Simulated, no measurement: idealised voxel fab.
process module | voxel transistor to metal
cross-section cut | 165 nm wide | cells 5 nm
A cross-section is a grid of square cells, given in bands from the top down. A band is one or more rows of cells.
Each band's line starts with the height of the band's top and of its bottom, in nm. Then come its materials from left to right, each with its width in nm. One material with "throughout" fills the band from edge to edge. "air" is empty space.
Height 0 is the level under which the wafer as received is all one material. The lowest band goes on downwards, as in "0 down".
A width such as "30 to 40" changes by the same amount from each row of cells to the next, from the band's top row to its bottom row.
"no change" after a step means that no cell of the cross-section changed.
closed voids: empty space of 8 cells or more with no open way to the top, each as width x height at its distance from the left edge, in nm
after a step's settings: what the simulator itself notes on the step
overlay nm, on a step with a mask: how far to the right of its planned place the mask lay; to the left if negative
plan
1 op RECEIVE | material Si
2 op OXIDIZE | depth nm 5
3 op CONFORMAL_DEP | material SiN | thk nm 15
4 op MASKED_ETCH | tone cover | mask id ACTIVE | width nm 105 | etch materials SiN | depth nm 15 | overlay nm 0
5 op MASKED_ETCH | tone cover | mask id ACTIVE | width nm 105 | etch materials SiO2 | depth nm 5 | overlay nm 0
6 op MASKED_ETCH | tone cover | mask id ACTIVE | width nm 105 | etch materials Si | depth nm 35 | overlay nm 0
7 op FILL_DEP | material SiO2 | thk nm 10
8 op CMP | height nm 15
9 op SELECTIVE_ETCH | etch materials SiO2 | depth nm 15
10 op STRIP | etch materials SiN
11 op SELECTIVE_ETCH | etch materials SiO2 | depth nm 5
12 op OXIDIZE | depth nm 5
13 op DIRECTIONAL_DEP | material polySi | thk nm 20
14 op DIRECTIONAL_DEP | material SiCN | thk nm 15
15 op PATTERN | tone cover | mask id GATE | material resist | width nm 15 | thk nm 15 | overlay nm 0
16 op DIRECTIONAL_ETCH | etch materials SiCN | depth nm 25
17 op DIRECTIONAL_ETCH | etch materials polySi | depth nm 30
18 op STRIP | etch materials resist
19 op CONFORMAL_DEP | material SiN | thk nm 5
20 op DIRECTIONAL_ETCH | etch materials SiN | depth nm 5
21 op DIRECTIONAL_ETCH | etch materials SiO2 | depth nm 5
22 op DIRECTIONAL_ETCH | etch materials Si | depth nm 15
23 op EPI | material SiGe | thk nm 15
24 op FILL_DEP | material SiO2 | thk nm 5
25 op CMP | height nm 30
26 op DIRECTIONAL_DEP | material SiO2 | thk nm 10
27 op DIRECTIONAL_DEP | material aC | thk nm 10
28 op PATTERN | tone open | mask id CONTACT | material resist | width nm 20 | pitch nm 75 | thk nm 25 | overlay nm 0
29 op DIRECTIONAL_ETCH | etch materials aC | depth nm 10
30 op STRIP | etch materials resist
31 op DIRECTIONAL_ETCH | etch materials SiO2 | depth nm 50
32 op STRIP | etch materials aC
33 op CONFORMAL_DEP | material TiN | thk nm 5
34 op FILL_DEP | material Ru | thk nm 5
35 op CMP | height nm 40
36 op DIRECTIONAL_DEP | material TiN | thk nm 5
37 op DIRECTIONAL_DEP | material Ru | thk nm 25
38 op PATTERN | tone cover | mask id METAL_1 | material resist | width nm 20 | pitch nm 75 | thk nm 15 | overlay nm 0
39 op DIRECTIONAL_ETCH | etch materials Ru | depth nm 25
40 op DIRECTIONAL_ETCH | etch materials TiN | depth nm 5
41 op STRIP | etch materials resist
42 op CONFORMAL_DEP | material SiCN | thk nm 5
43 op FILL_DEP | material SiO2 | thk nm 10
44 op CMP | height nm 70
45 op CONFORMAL_DEP | material SiN | thk nm 5
first wafer, as planned
as received, after step 1
  0 down: Si throughout
  closed voids: none
after step 2
  0 to -5: SiO2 throughout
  below -5: unchanged
after step 3
  15 to 0: SiN throughout
  below 0: unchanged
after step 4
  15 to 0: air 30 | SiN 105 | air 30
  below 0: unchanged
after step 5
  15 to 0: air 30 | SiN 105 | air 30
  0 to -5: air 30 | SiO2 105 | air 30
  below -5: unchanged
after step 6
  15 to 0: air 30 | SiN 105 | air 30
  0 to -5: air 30 | SiO2 105 | air 30
  -5 to -40: air 30 | Si 105 | air 30
  below -40: unchanged
after step 7
  25 to 15: SiO2 throughout
  15 to 0: SiO2 30 | SiN 105 | SiO2 30
  0 to -5: SiO2 throughout
  -5 to -40: SiO2 30 | Si 105 | SiO2 30
  below -40: unchanged
after step 8
  15 to 0: SiO2 30 | SiN 105 | SiO2 30
  below 0: unchanged
after step 9
  15 to 0: air 30 | SiN 105 | air 30
  below 0: unchanged
after step 10
  0 to -5: SiO2 throughout
  below -5: unchanged
after step 11
  -5 to -40: SiO2 30 | Si 105 | SiO2 30
  below -40: unchanged
after step 12
  -5 to -10: SiO2 throughout
  below -10: unchanged
after step 13
  15 to -5: polySi throughout
  below -5: unchanged
after step 14
  30 to 15: SiCN throughout
  below 15: unchanged
after step 15
  45 to 30: air 75 | resist 15 | air 75
  below 30: unchanged
after step 16
  45 to 30: air 75 | resist 15 | air 75
  30 to 15: air 75 | SiCN 15 | air 75
  below 15: unchanged
after step 17
  45 to 30: air 75 | resist 15 | air 75
  30 to 15: air 75 | SiCN 15 | air 75
  15 to -5: air 75 | polySi 15 | air 75
  below -5: unchanged
after step 18
  30 to 15: air 75 | SiCN 15 | air 75
  below 15: unchanged
after step 19
  35 to 30: air 70 | SiN 25 | air 70
  30 to 15: air 70 | SiN 5 | SiCN 15 | SiN 5 | air 70
  15 to 0: air 70 | SiN 5 | polySi 15 | SiN 5 | air 70
  0 to -5: SiN 75 | polySi 15 | SiN 75
  below -5: unchanged
after step 20
  30 to 15: air 70 | SiN 5 | SiCN 15 | SiN 5 | air 70
  15 to -5: air 70 | SiN 5 | polySi 15 | SiN 5 | air 70
  below -5: unchanged
after step 21
  30 to 15: air 70 | SiN 5 | SiCN 15 | SiN 5 | air 70
  15 to -5: air 70 | SiN 5 | polySi 15 | SiN 5 | air 70
  -5 to -10: air 70 | SiO2 25 | air 70
  below -10: unchanged
after step 22
  30 to 15: air 70 | SiN 5 | SiCN 15 | SiN 5 | air 70
  15 to -5: air 70 | SiN 5 | polySi 15 | SiN 5 | air 70
  -5 to -10: air 70 | SiO2 25 | air 70
  -10 to -25: SiO2 30 | air 40 | Si 25 | air 40 | SiO2 30
  below -25: unchanged
after step 23
  30 to 15: air 70 | SiN 5 | SiCN 15 | SiN 5 | air 70
  15 to 5: air 70 | SiN 5 | polySi 15 | SiN 5 | air 70
  5 to -5: air 55 | SiGe 15 | SiN 5 | polySi 15 | SiN 5 | SiGe 15 | air 55
  -5 to -10: air 55 | SiGe 15 | SiO2 25 | SiGe 15 | air 55
  -10 to -25: SiO2 30 | SiGe 40 | Si 25 | SiGe 40 | SiO2 30
  below -25: unchanged
after step 24
  35 to 30: SiO2 throughout
  30 to 15: SiO2 70 | SiN 5 | SiCN 15 | SiN 5 | SiO2 70
  15 to 5: SiO2 70 | SiN 5 | polySi 15 | SiN 5 | SiO2 70
  5 to -5: SiO2 55 | SiGe 15 | SiN 5 | polySi 15 | SiN 5 | SiGe 15 | SiO2 55
  -5 to -10: SiO2 55 | SiGe 15 | SiO2 25 | SiGe 15 | SiO2 55
  below -10: unchanged
after step 25
  30 to 15: SiO2 70 | SiN 5 | SiCN 15 | SiN 5 | SiO2 70
  below 15: unchanged
after step 26
  40 to 30: SiO2 throughout
  below 30: unchanged
after step 27
  50 to 40: aC throughout
  below 40: unchanged
after step 28
  75 to 50: resist 35 | air 20 | resist 55 | air 20 | resist 35
  below 50: unchanged
after step 29
  65 to 50: resist 35 | air 20 | resist 55 | air 20 | resist 35
  50 to 40: aC 35 | air 20 | aC 55 | air 20 | aC 35
  below 40: unchanged
after step 30
  50 to 40: aC 35 | air 20 | aC 55 | air 20 | aC 35
  below 40: unchanged
after step 31
  50 to 40: aC 35 | air 20 | aC 55 | air 20 | aC 35
  40 to 30: SiO2 35 | air 20 | SiO2 55 | air 20 | SiO2 35
  30 to 15: SiO2 35 | air 20 | SiO2 15 | SiN 5 | SiCN 15 | SiN 5 | SiO2 15 | air 20 | SiO2 35
  15 to 5: SiO2 35 | air 20 | SiO2 15 | SiN 5 | polySi 15 | SiN 5 | SiO2 15 | air 20 | SiO2 35
  5 to -5: SiO2 35 | air 20 | SiGe 15 | SiN 5 | polySi 15 | SiN 5 | SiGe 15 | air 20 | SiO2 35
  -5 to -10: SiO2 35 | air 20 | SiGe 15 | SiO2 25 | SiGe 15 | air 20 | SiO2 35
  below -10: unchanged
after step 32
  40 to 30: SiO2 35 | air 20 | SiO2 55 | air 20 | SiO2 35
  below 30: unchanged
after step 33
  45 to 40: TiN 40 | air 10 | TiN 65 | air 10 | TiN 40
  40 to 30: SiO2 35 | TiN 5 | air 10 | TiN 5 | SiO2 55 | TiN 5 | air 10 | TiN 5 | SiO2 35
  30 to 15: SiO2 35 | TiN 5 | air 10 | TiN 5 | SiO2 15 | SiN 5 | SiCN 15 | SiN 5 | SiO2 15 | TiN 5 | air 10 | TiN 5 | SiO2 35
  15 to 5: SiO2 35 | TiN 5 | air 10 | TiN 5 | SiO2 15 | SiN 5 | polySi 15 | SiN 5 | SiO2 15 | TiN 5 | air 10 | TiN 5 | SiO2 35
  5 to -5: SiO2 35 | TiN 5 | air 10 | TiN 5 | SiGe 15 | SiN 5 | polySi 15 | SiN 5 | SiGe 15 | TiN 5 | air 10 | TiN 5 | SiO2 35
  -5 to -10: SiO2 35 | TiN 20 | SiGe 15 | SiO2 25 | SiGe 15 | TiN 20 | SiO2 35
  below -10: unchanged
after step 34
  50 to 45: Ru throughout
  45 to 40: TiN 40 | Ru 10 | TiN 65 | Ru 10 | TiN 40
  40 to 30: SiO2 35 | TiN 5 | Ru 10 | TiN 5 | SiO2 55 | TiN 5 | Ru 10 | TiN 5 | SiO2 35
  30 to 15: SiO2 35 | TiN 5 | Ru 10 | TiN 5 | SiO2 15 | SiN 5 | SiCN 15 | SiN 5 | SiO2 15 | TiN 5 | Ru 10 | TiN 5 | SiO2 35
  15 to 5: SiO2 35 | TiN 5 | Ru 10 | TiN 5 | SiO2 15 | SiN 5 | polySi 15 | SiN 5 | SiO2 15 | TiN 5 | Ru 10 | TiN 5 | SiO2 35
  5 to -5: SiO2 35 | TiN 5 | Ru 10 | TiN 5 | SiGe 15 | SiN 5 | polySi 15 | SiN 5 | SiGe 15 | TiN 5 | Ru 10 | TiN 5 | SiO2 35
  below -5: unchanged
after step 35
  40 to 30: SiO2 35 | TiN 5 | Ru 10 | TiN 5 | SiO2 55 | TiN 5 | Ru 10 | TiN 5 | SiO2 35
  below 30: unchanged
after step 36
  45 to 40: TiN throughout
  below 40: unchanged
after step 37
  70 to 45: Ru throughout
  below 45: unchanged
after step 38
  85 to 70: air 35 | resist 20 | air 55 | resist 20 | air 35
  below 70: unchanged
after step 39
  85 to 70: air 35 | resist 20 | air 55 | resist 20 | air 35
  70 to 45: air 35 | Ru 20 | air 55 | Ru 20 | air 35
  below 45: unchanged
after step 40
  85 to 70: air 35 | resist 20 | air 55 | resist 20 | air 35
  70 to 45: air 35 | Ru 20 | air 55 | Ru 20 | air 35
  45 to 40: air 35 | TiN 20 | air 55 | TiN 20 | air 35
  below 40: unchanged
after step 41
  70 to 45: air 35 | Ru 20 | air 55 | Ru 20 | air 35
  below 45: unchanged
after step 42
  75 to 70: air 30 | SiCN 30 | air 45 | SiCN 30 | air 30
  70 to 45: air 30 | SiCN 5 | Ru 20 | SiCN 5 | air 45 | SiCN 5 | Ru 20 | SiCN 5 | air 30
  45 to 40: SiCN 35 | TiN 20 | SiCN 55 | TiN 20 | SiCN 35
  below 40: unchanged
after step 43
  85 to 75: SiO2 throughout
  75 to 70: SiO2 30 | SiCN 30 | SiO2 45 | SiCN 30 | SiO2 30
  70 to 45: SiO2 30 | SiCN 5 | Ru 20 | SiCN 5 | SiO2 45 | SiCN 5 | Ru 20 | SiCN 5 | SiO2 30
  below 45: unchanged
after step 44
  70 to 45: SiO2 30 | SiCN 5 | Ru 20 | SiCN 5 | SiO2 45 | SiCN 5 | Ru 20 | SiCN 5 | SiO2 30
  below 45: unchanged
after step 45
  75 to 70: SiN throughout
  below 70: unchanged
second wafer: like start, like plan, one mistake. Through step 43 it matches the first wafer
when step 44 should have ended: no change
when step 45 should have ended
  90 to 85: SiN throughout
  below 85: unchanged
what went wrong: step 44 was left out
at the end the second wafer has, in cells: 12 more of SiCN | 87 more of SiO2
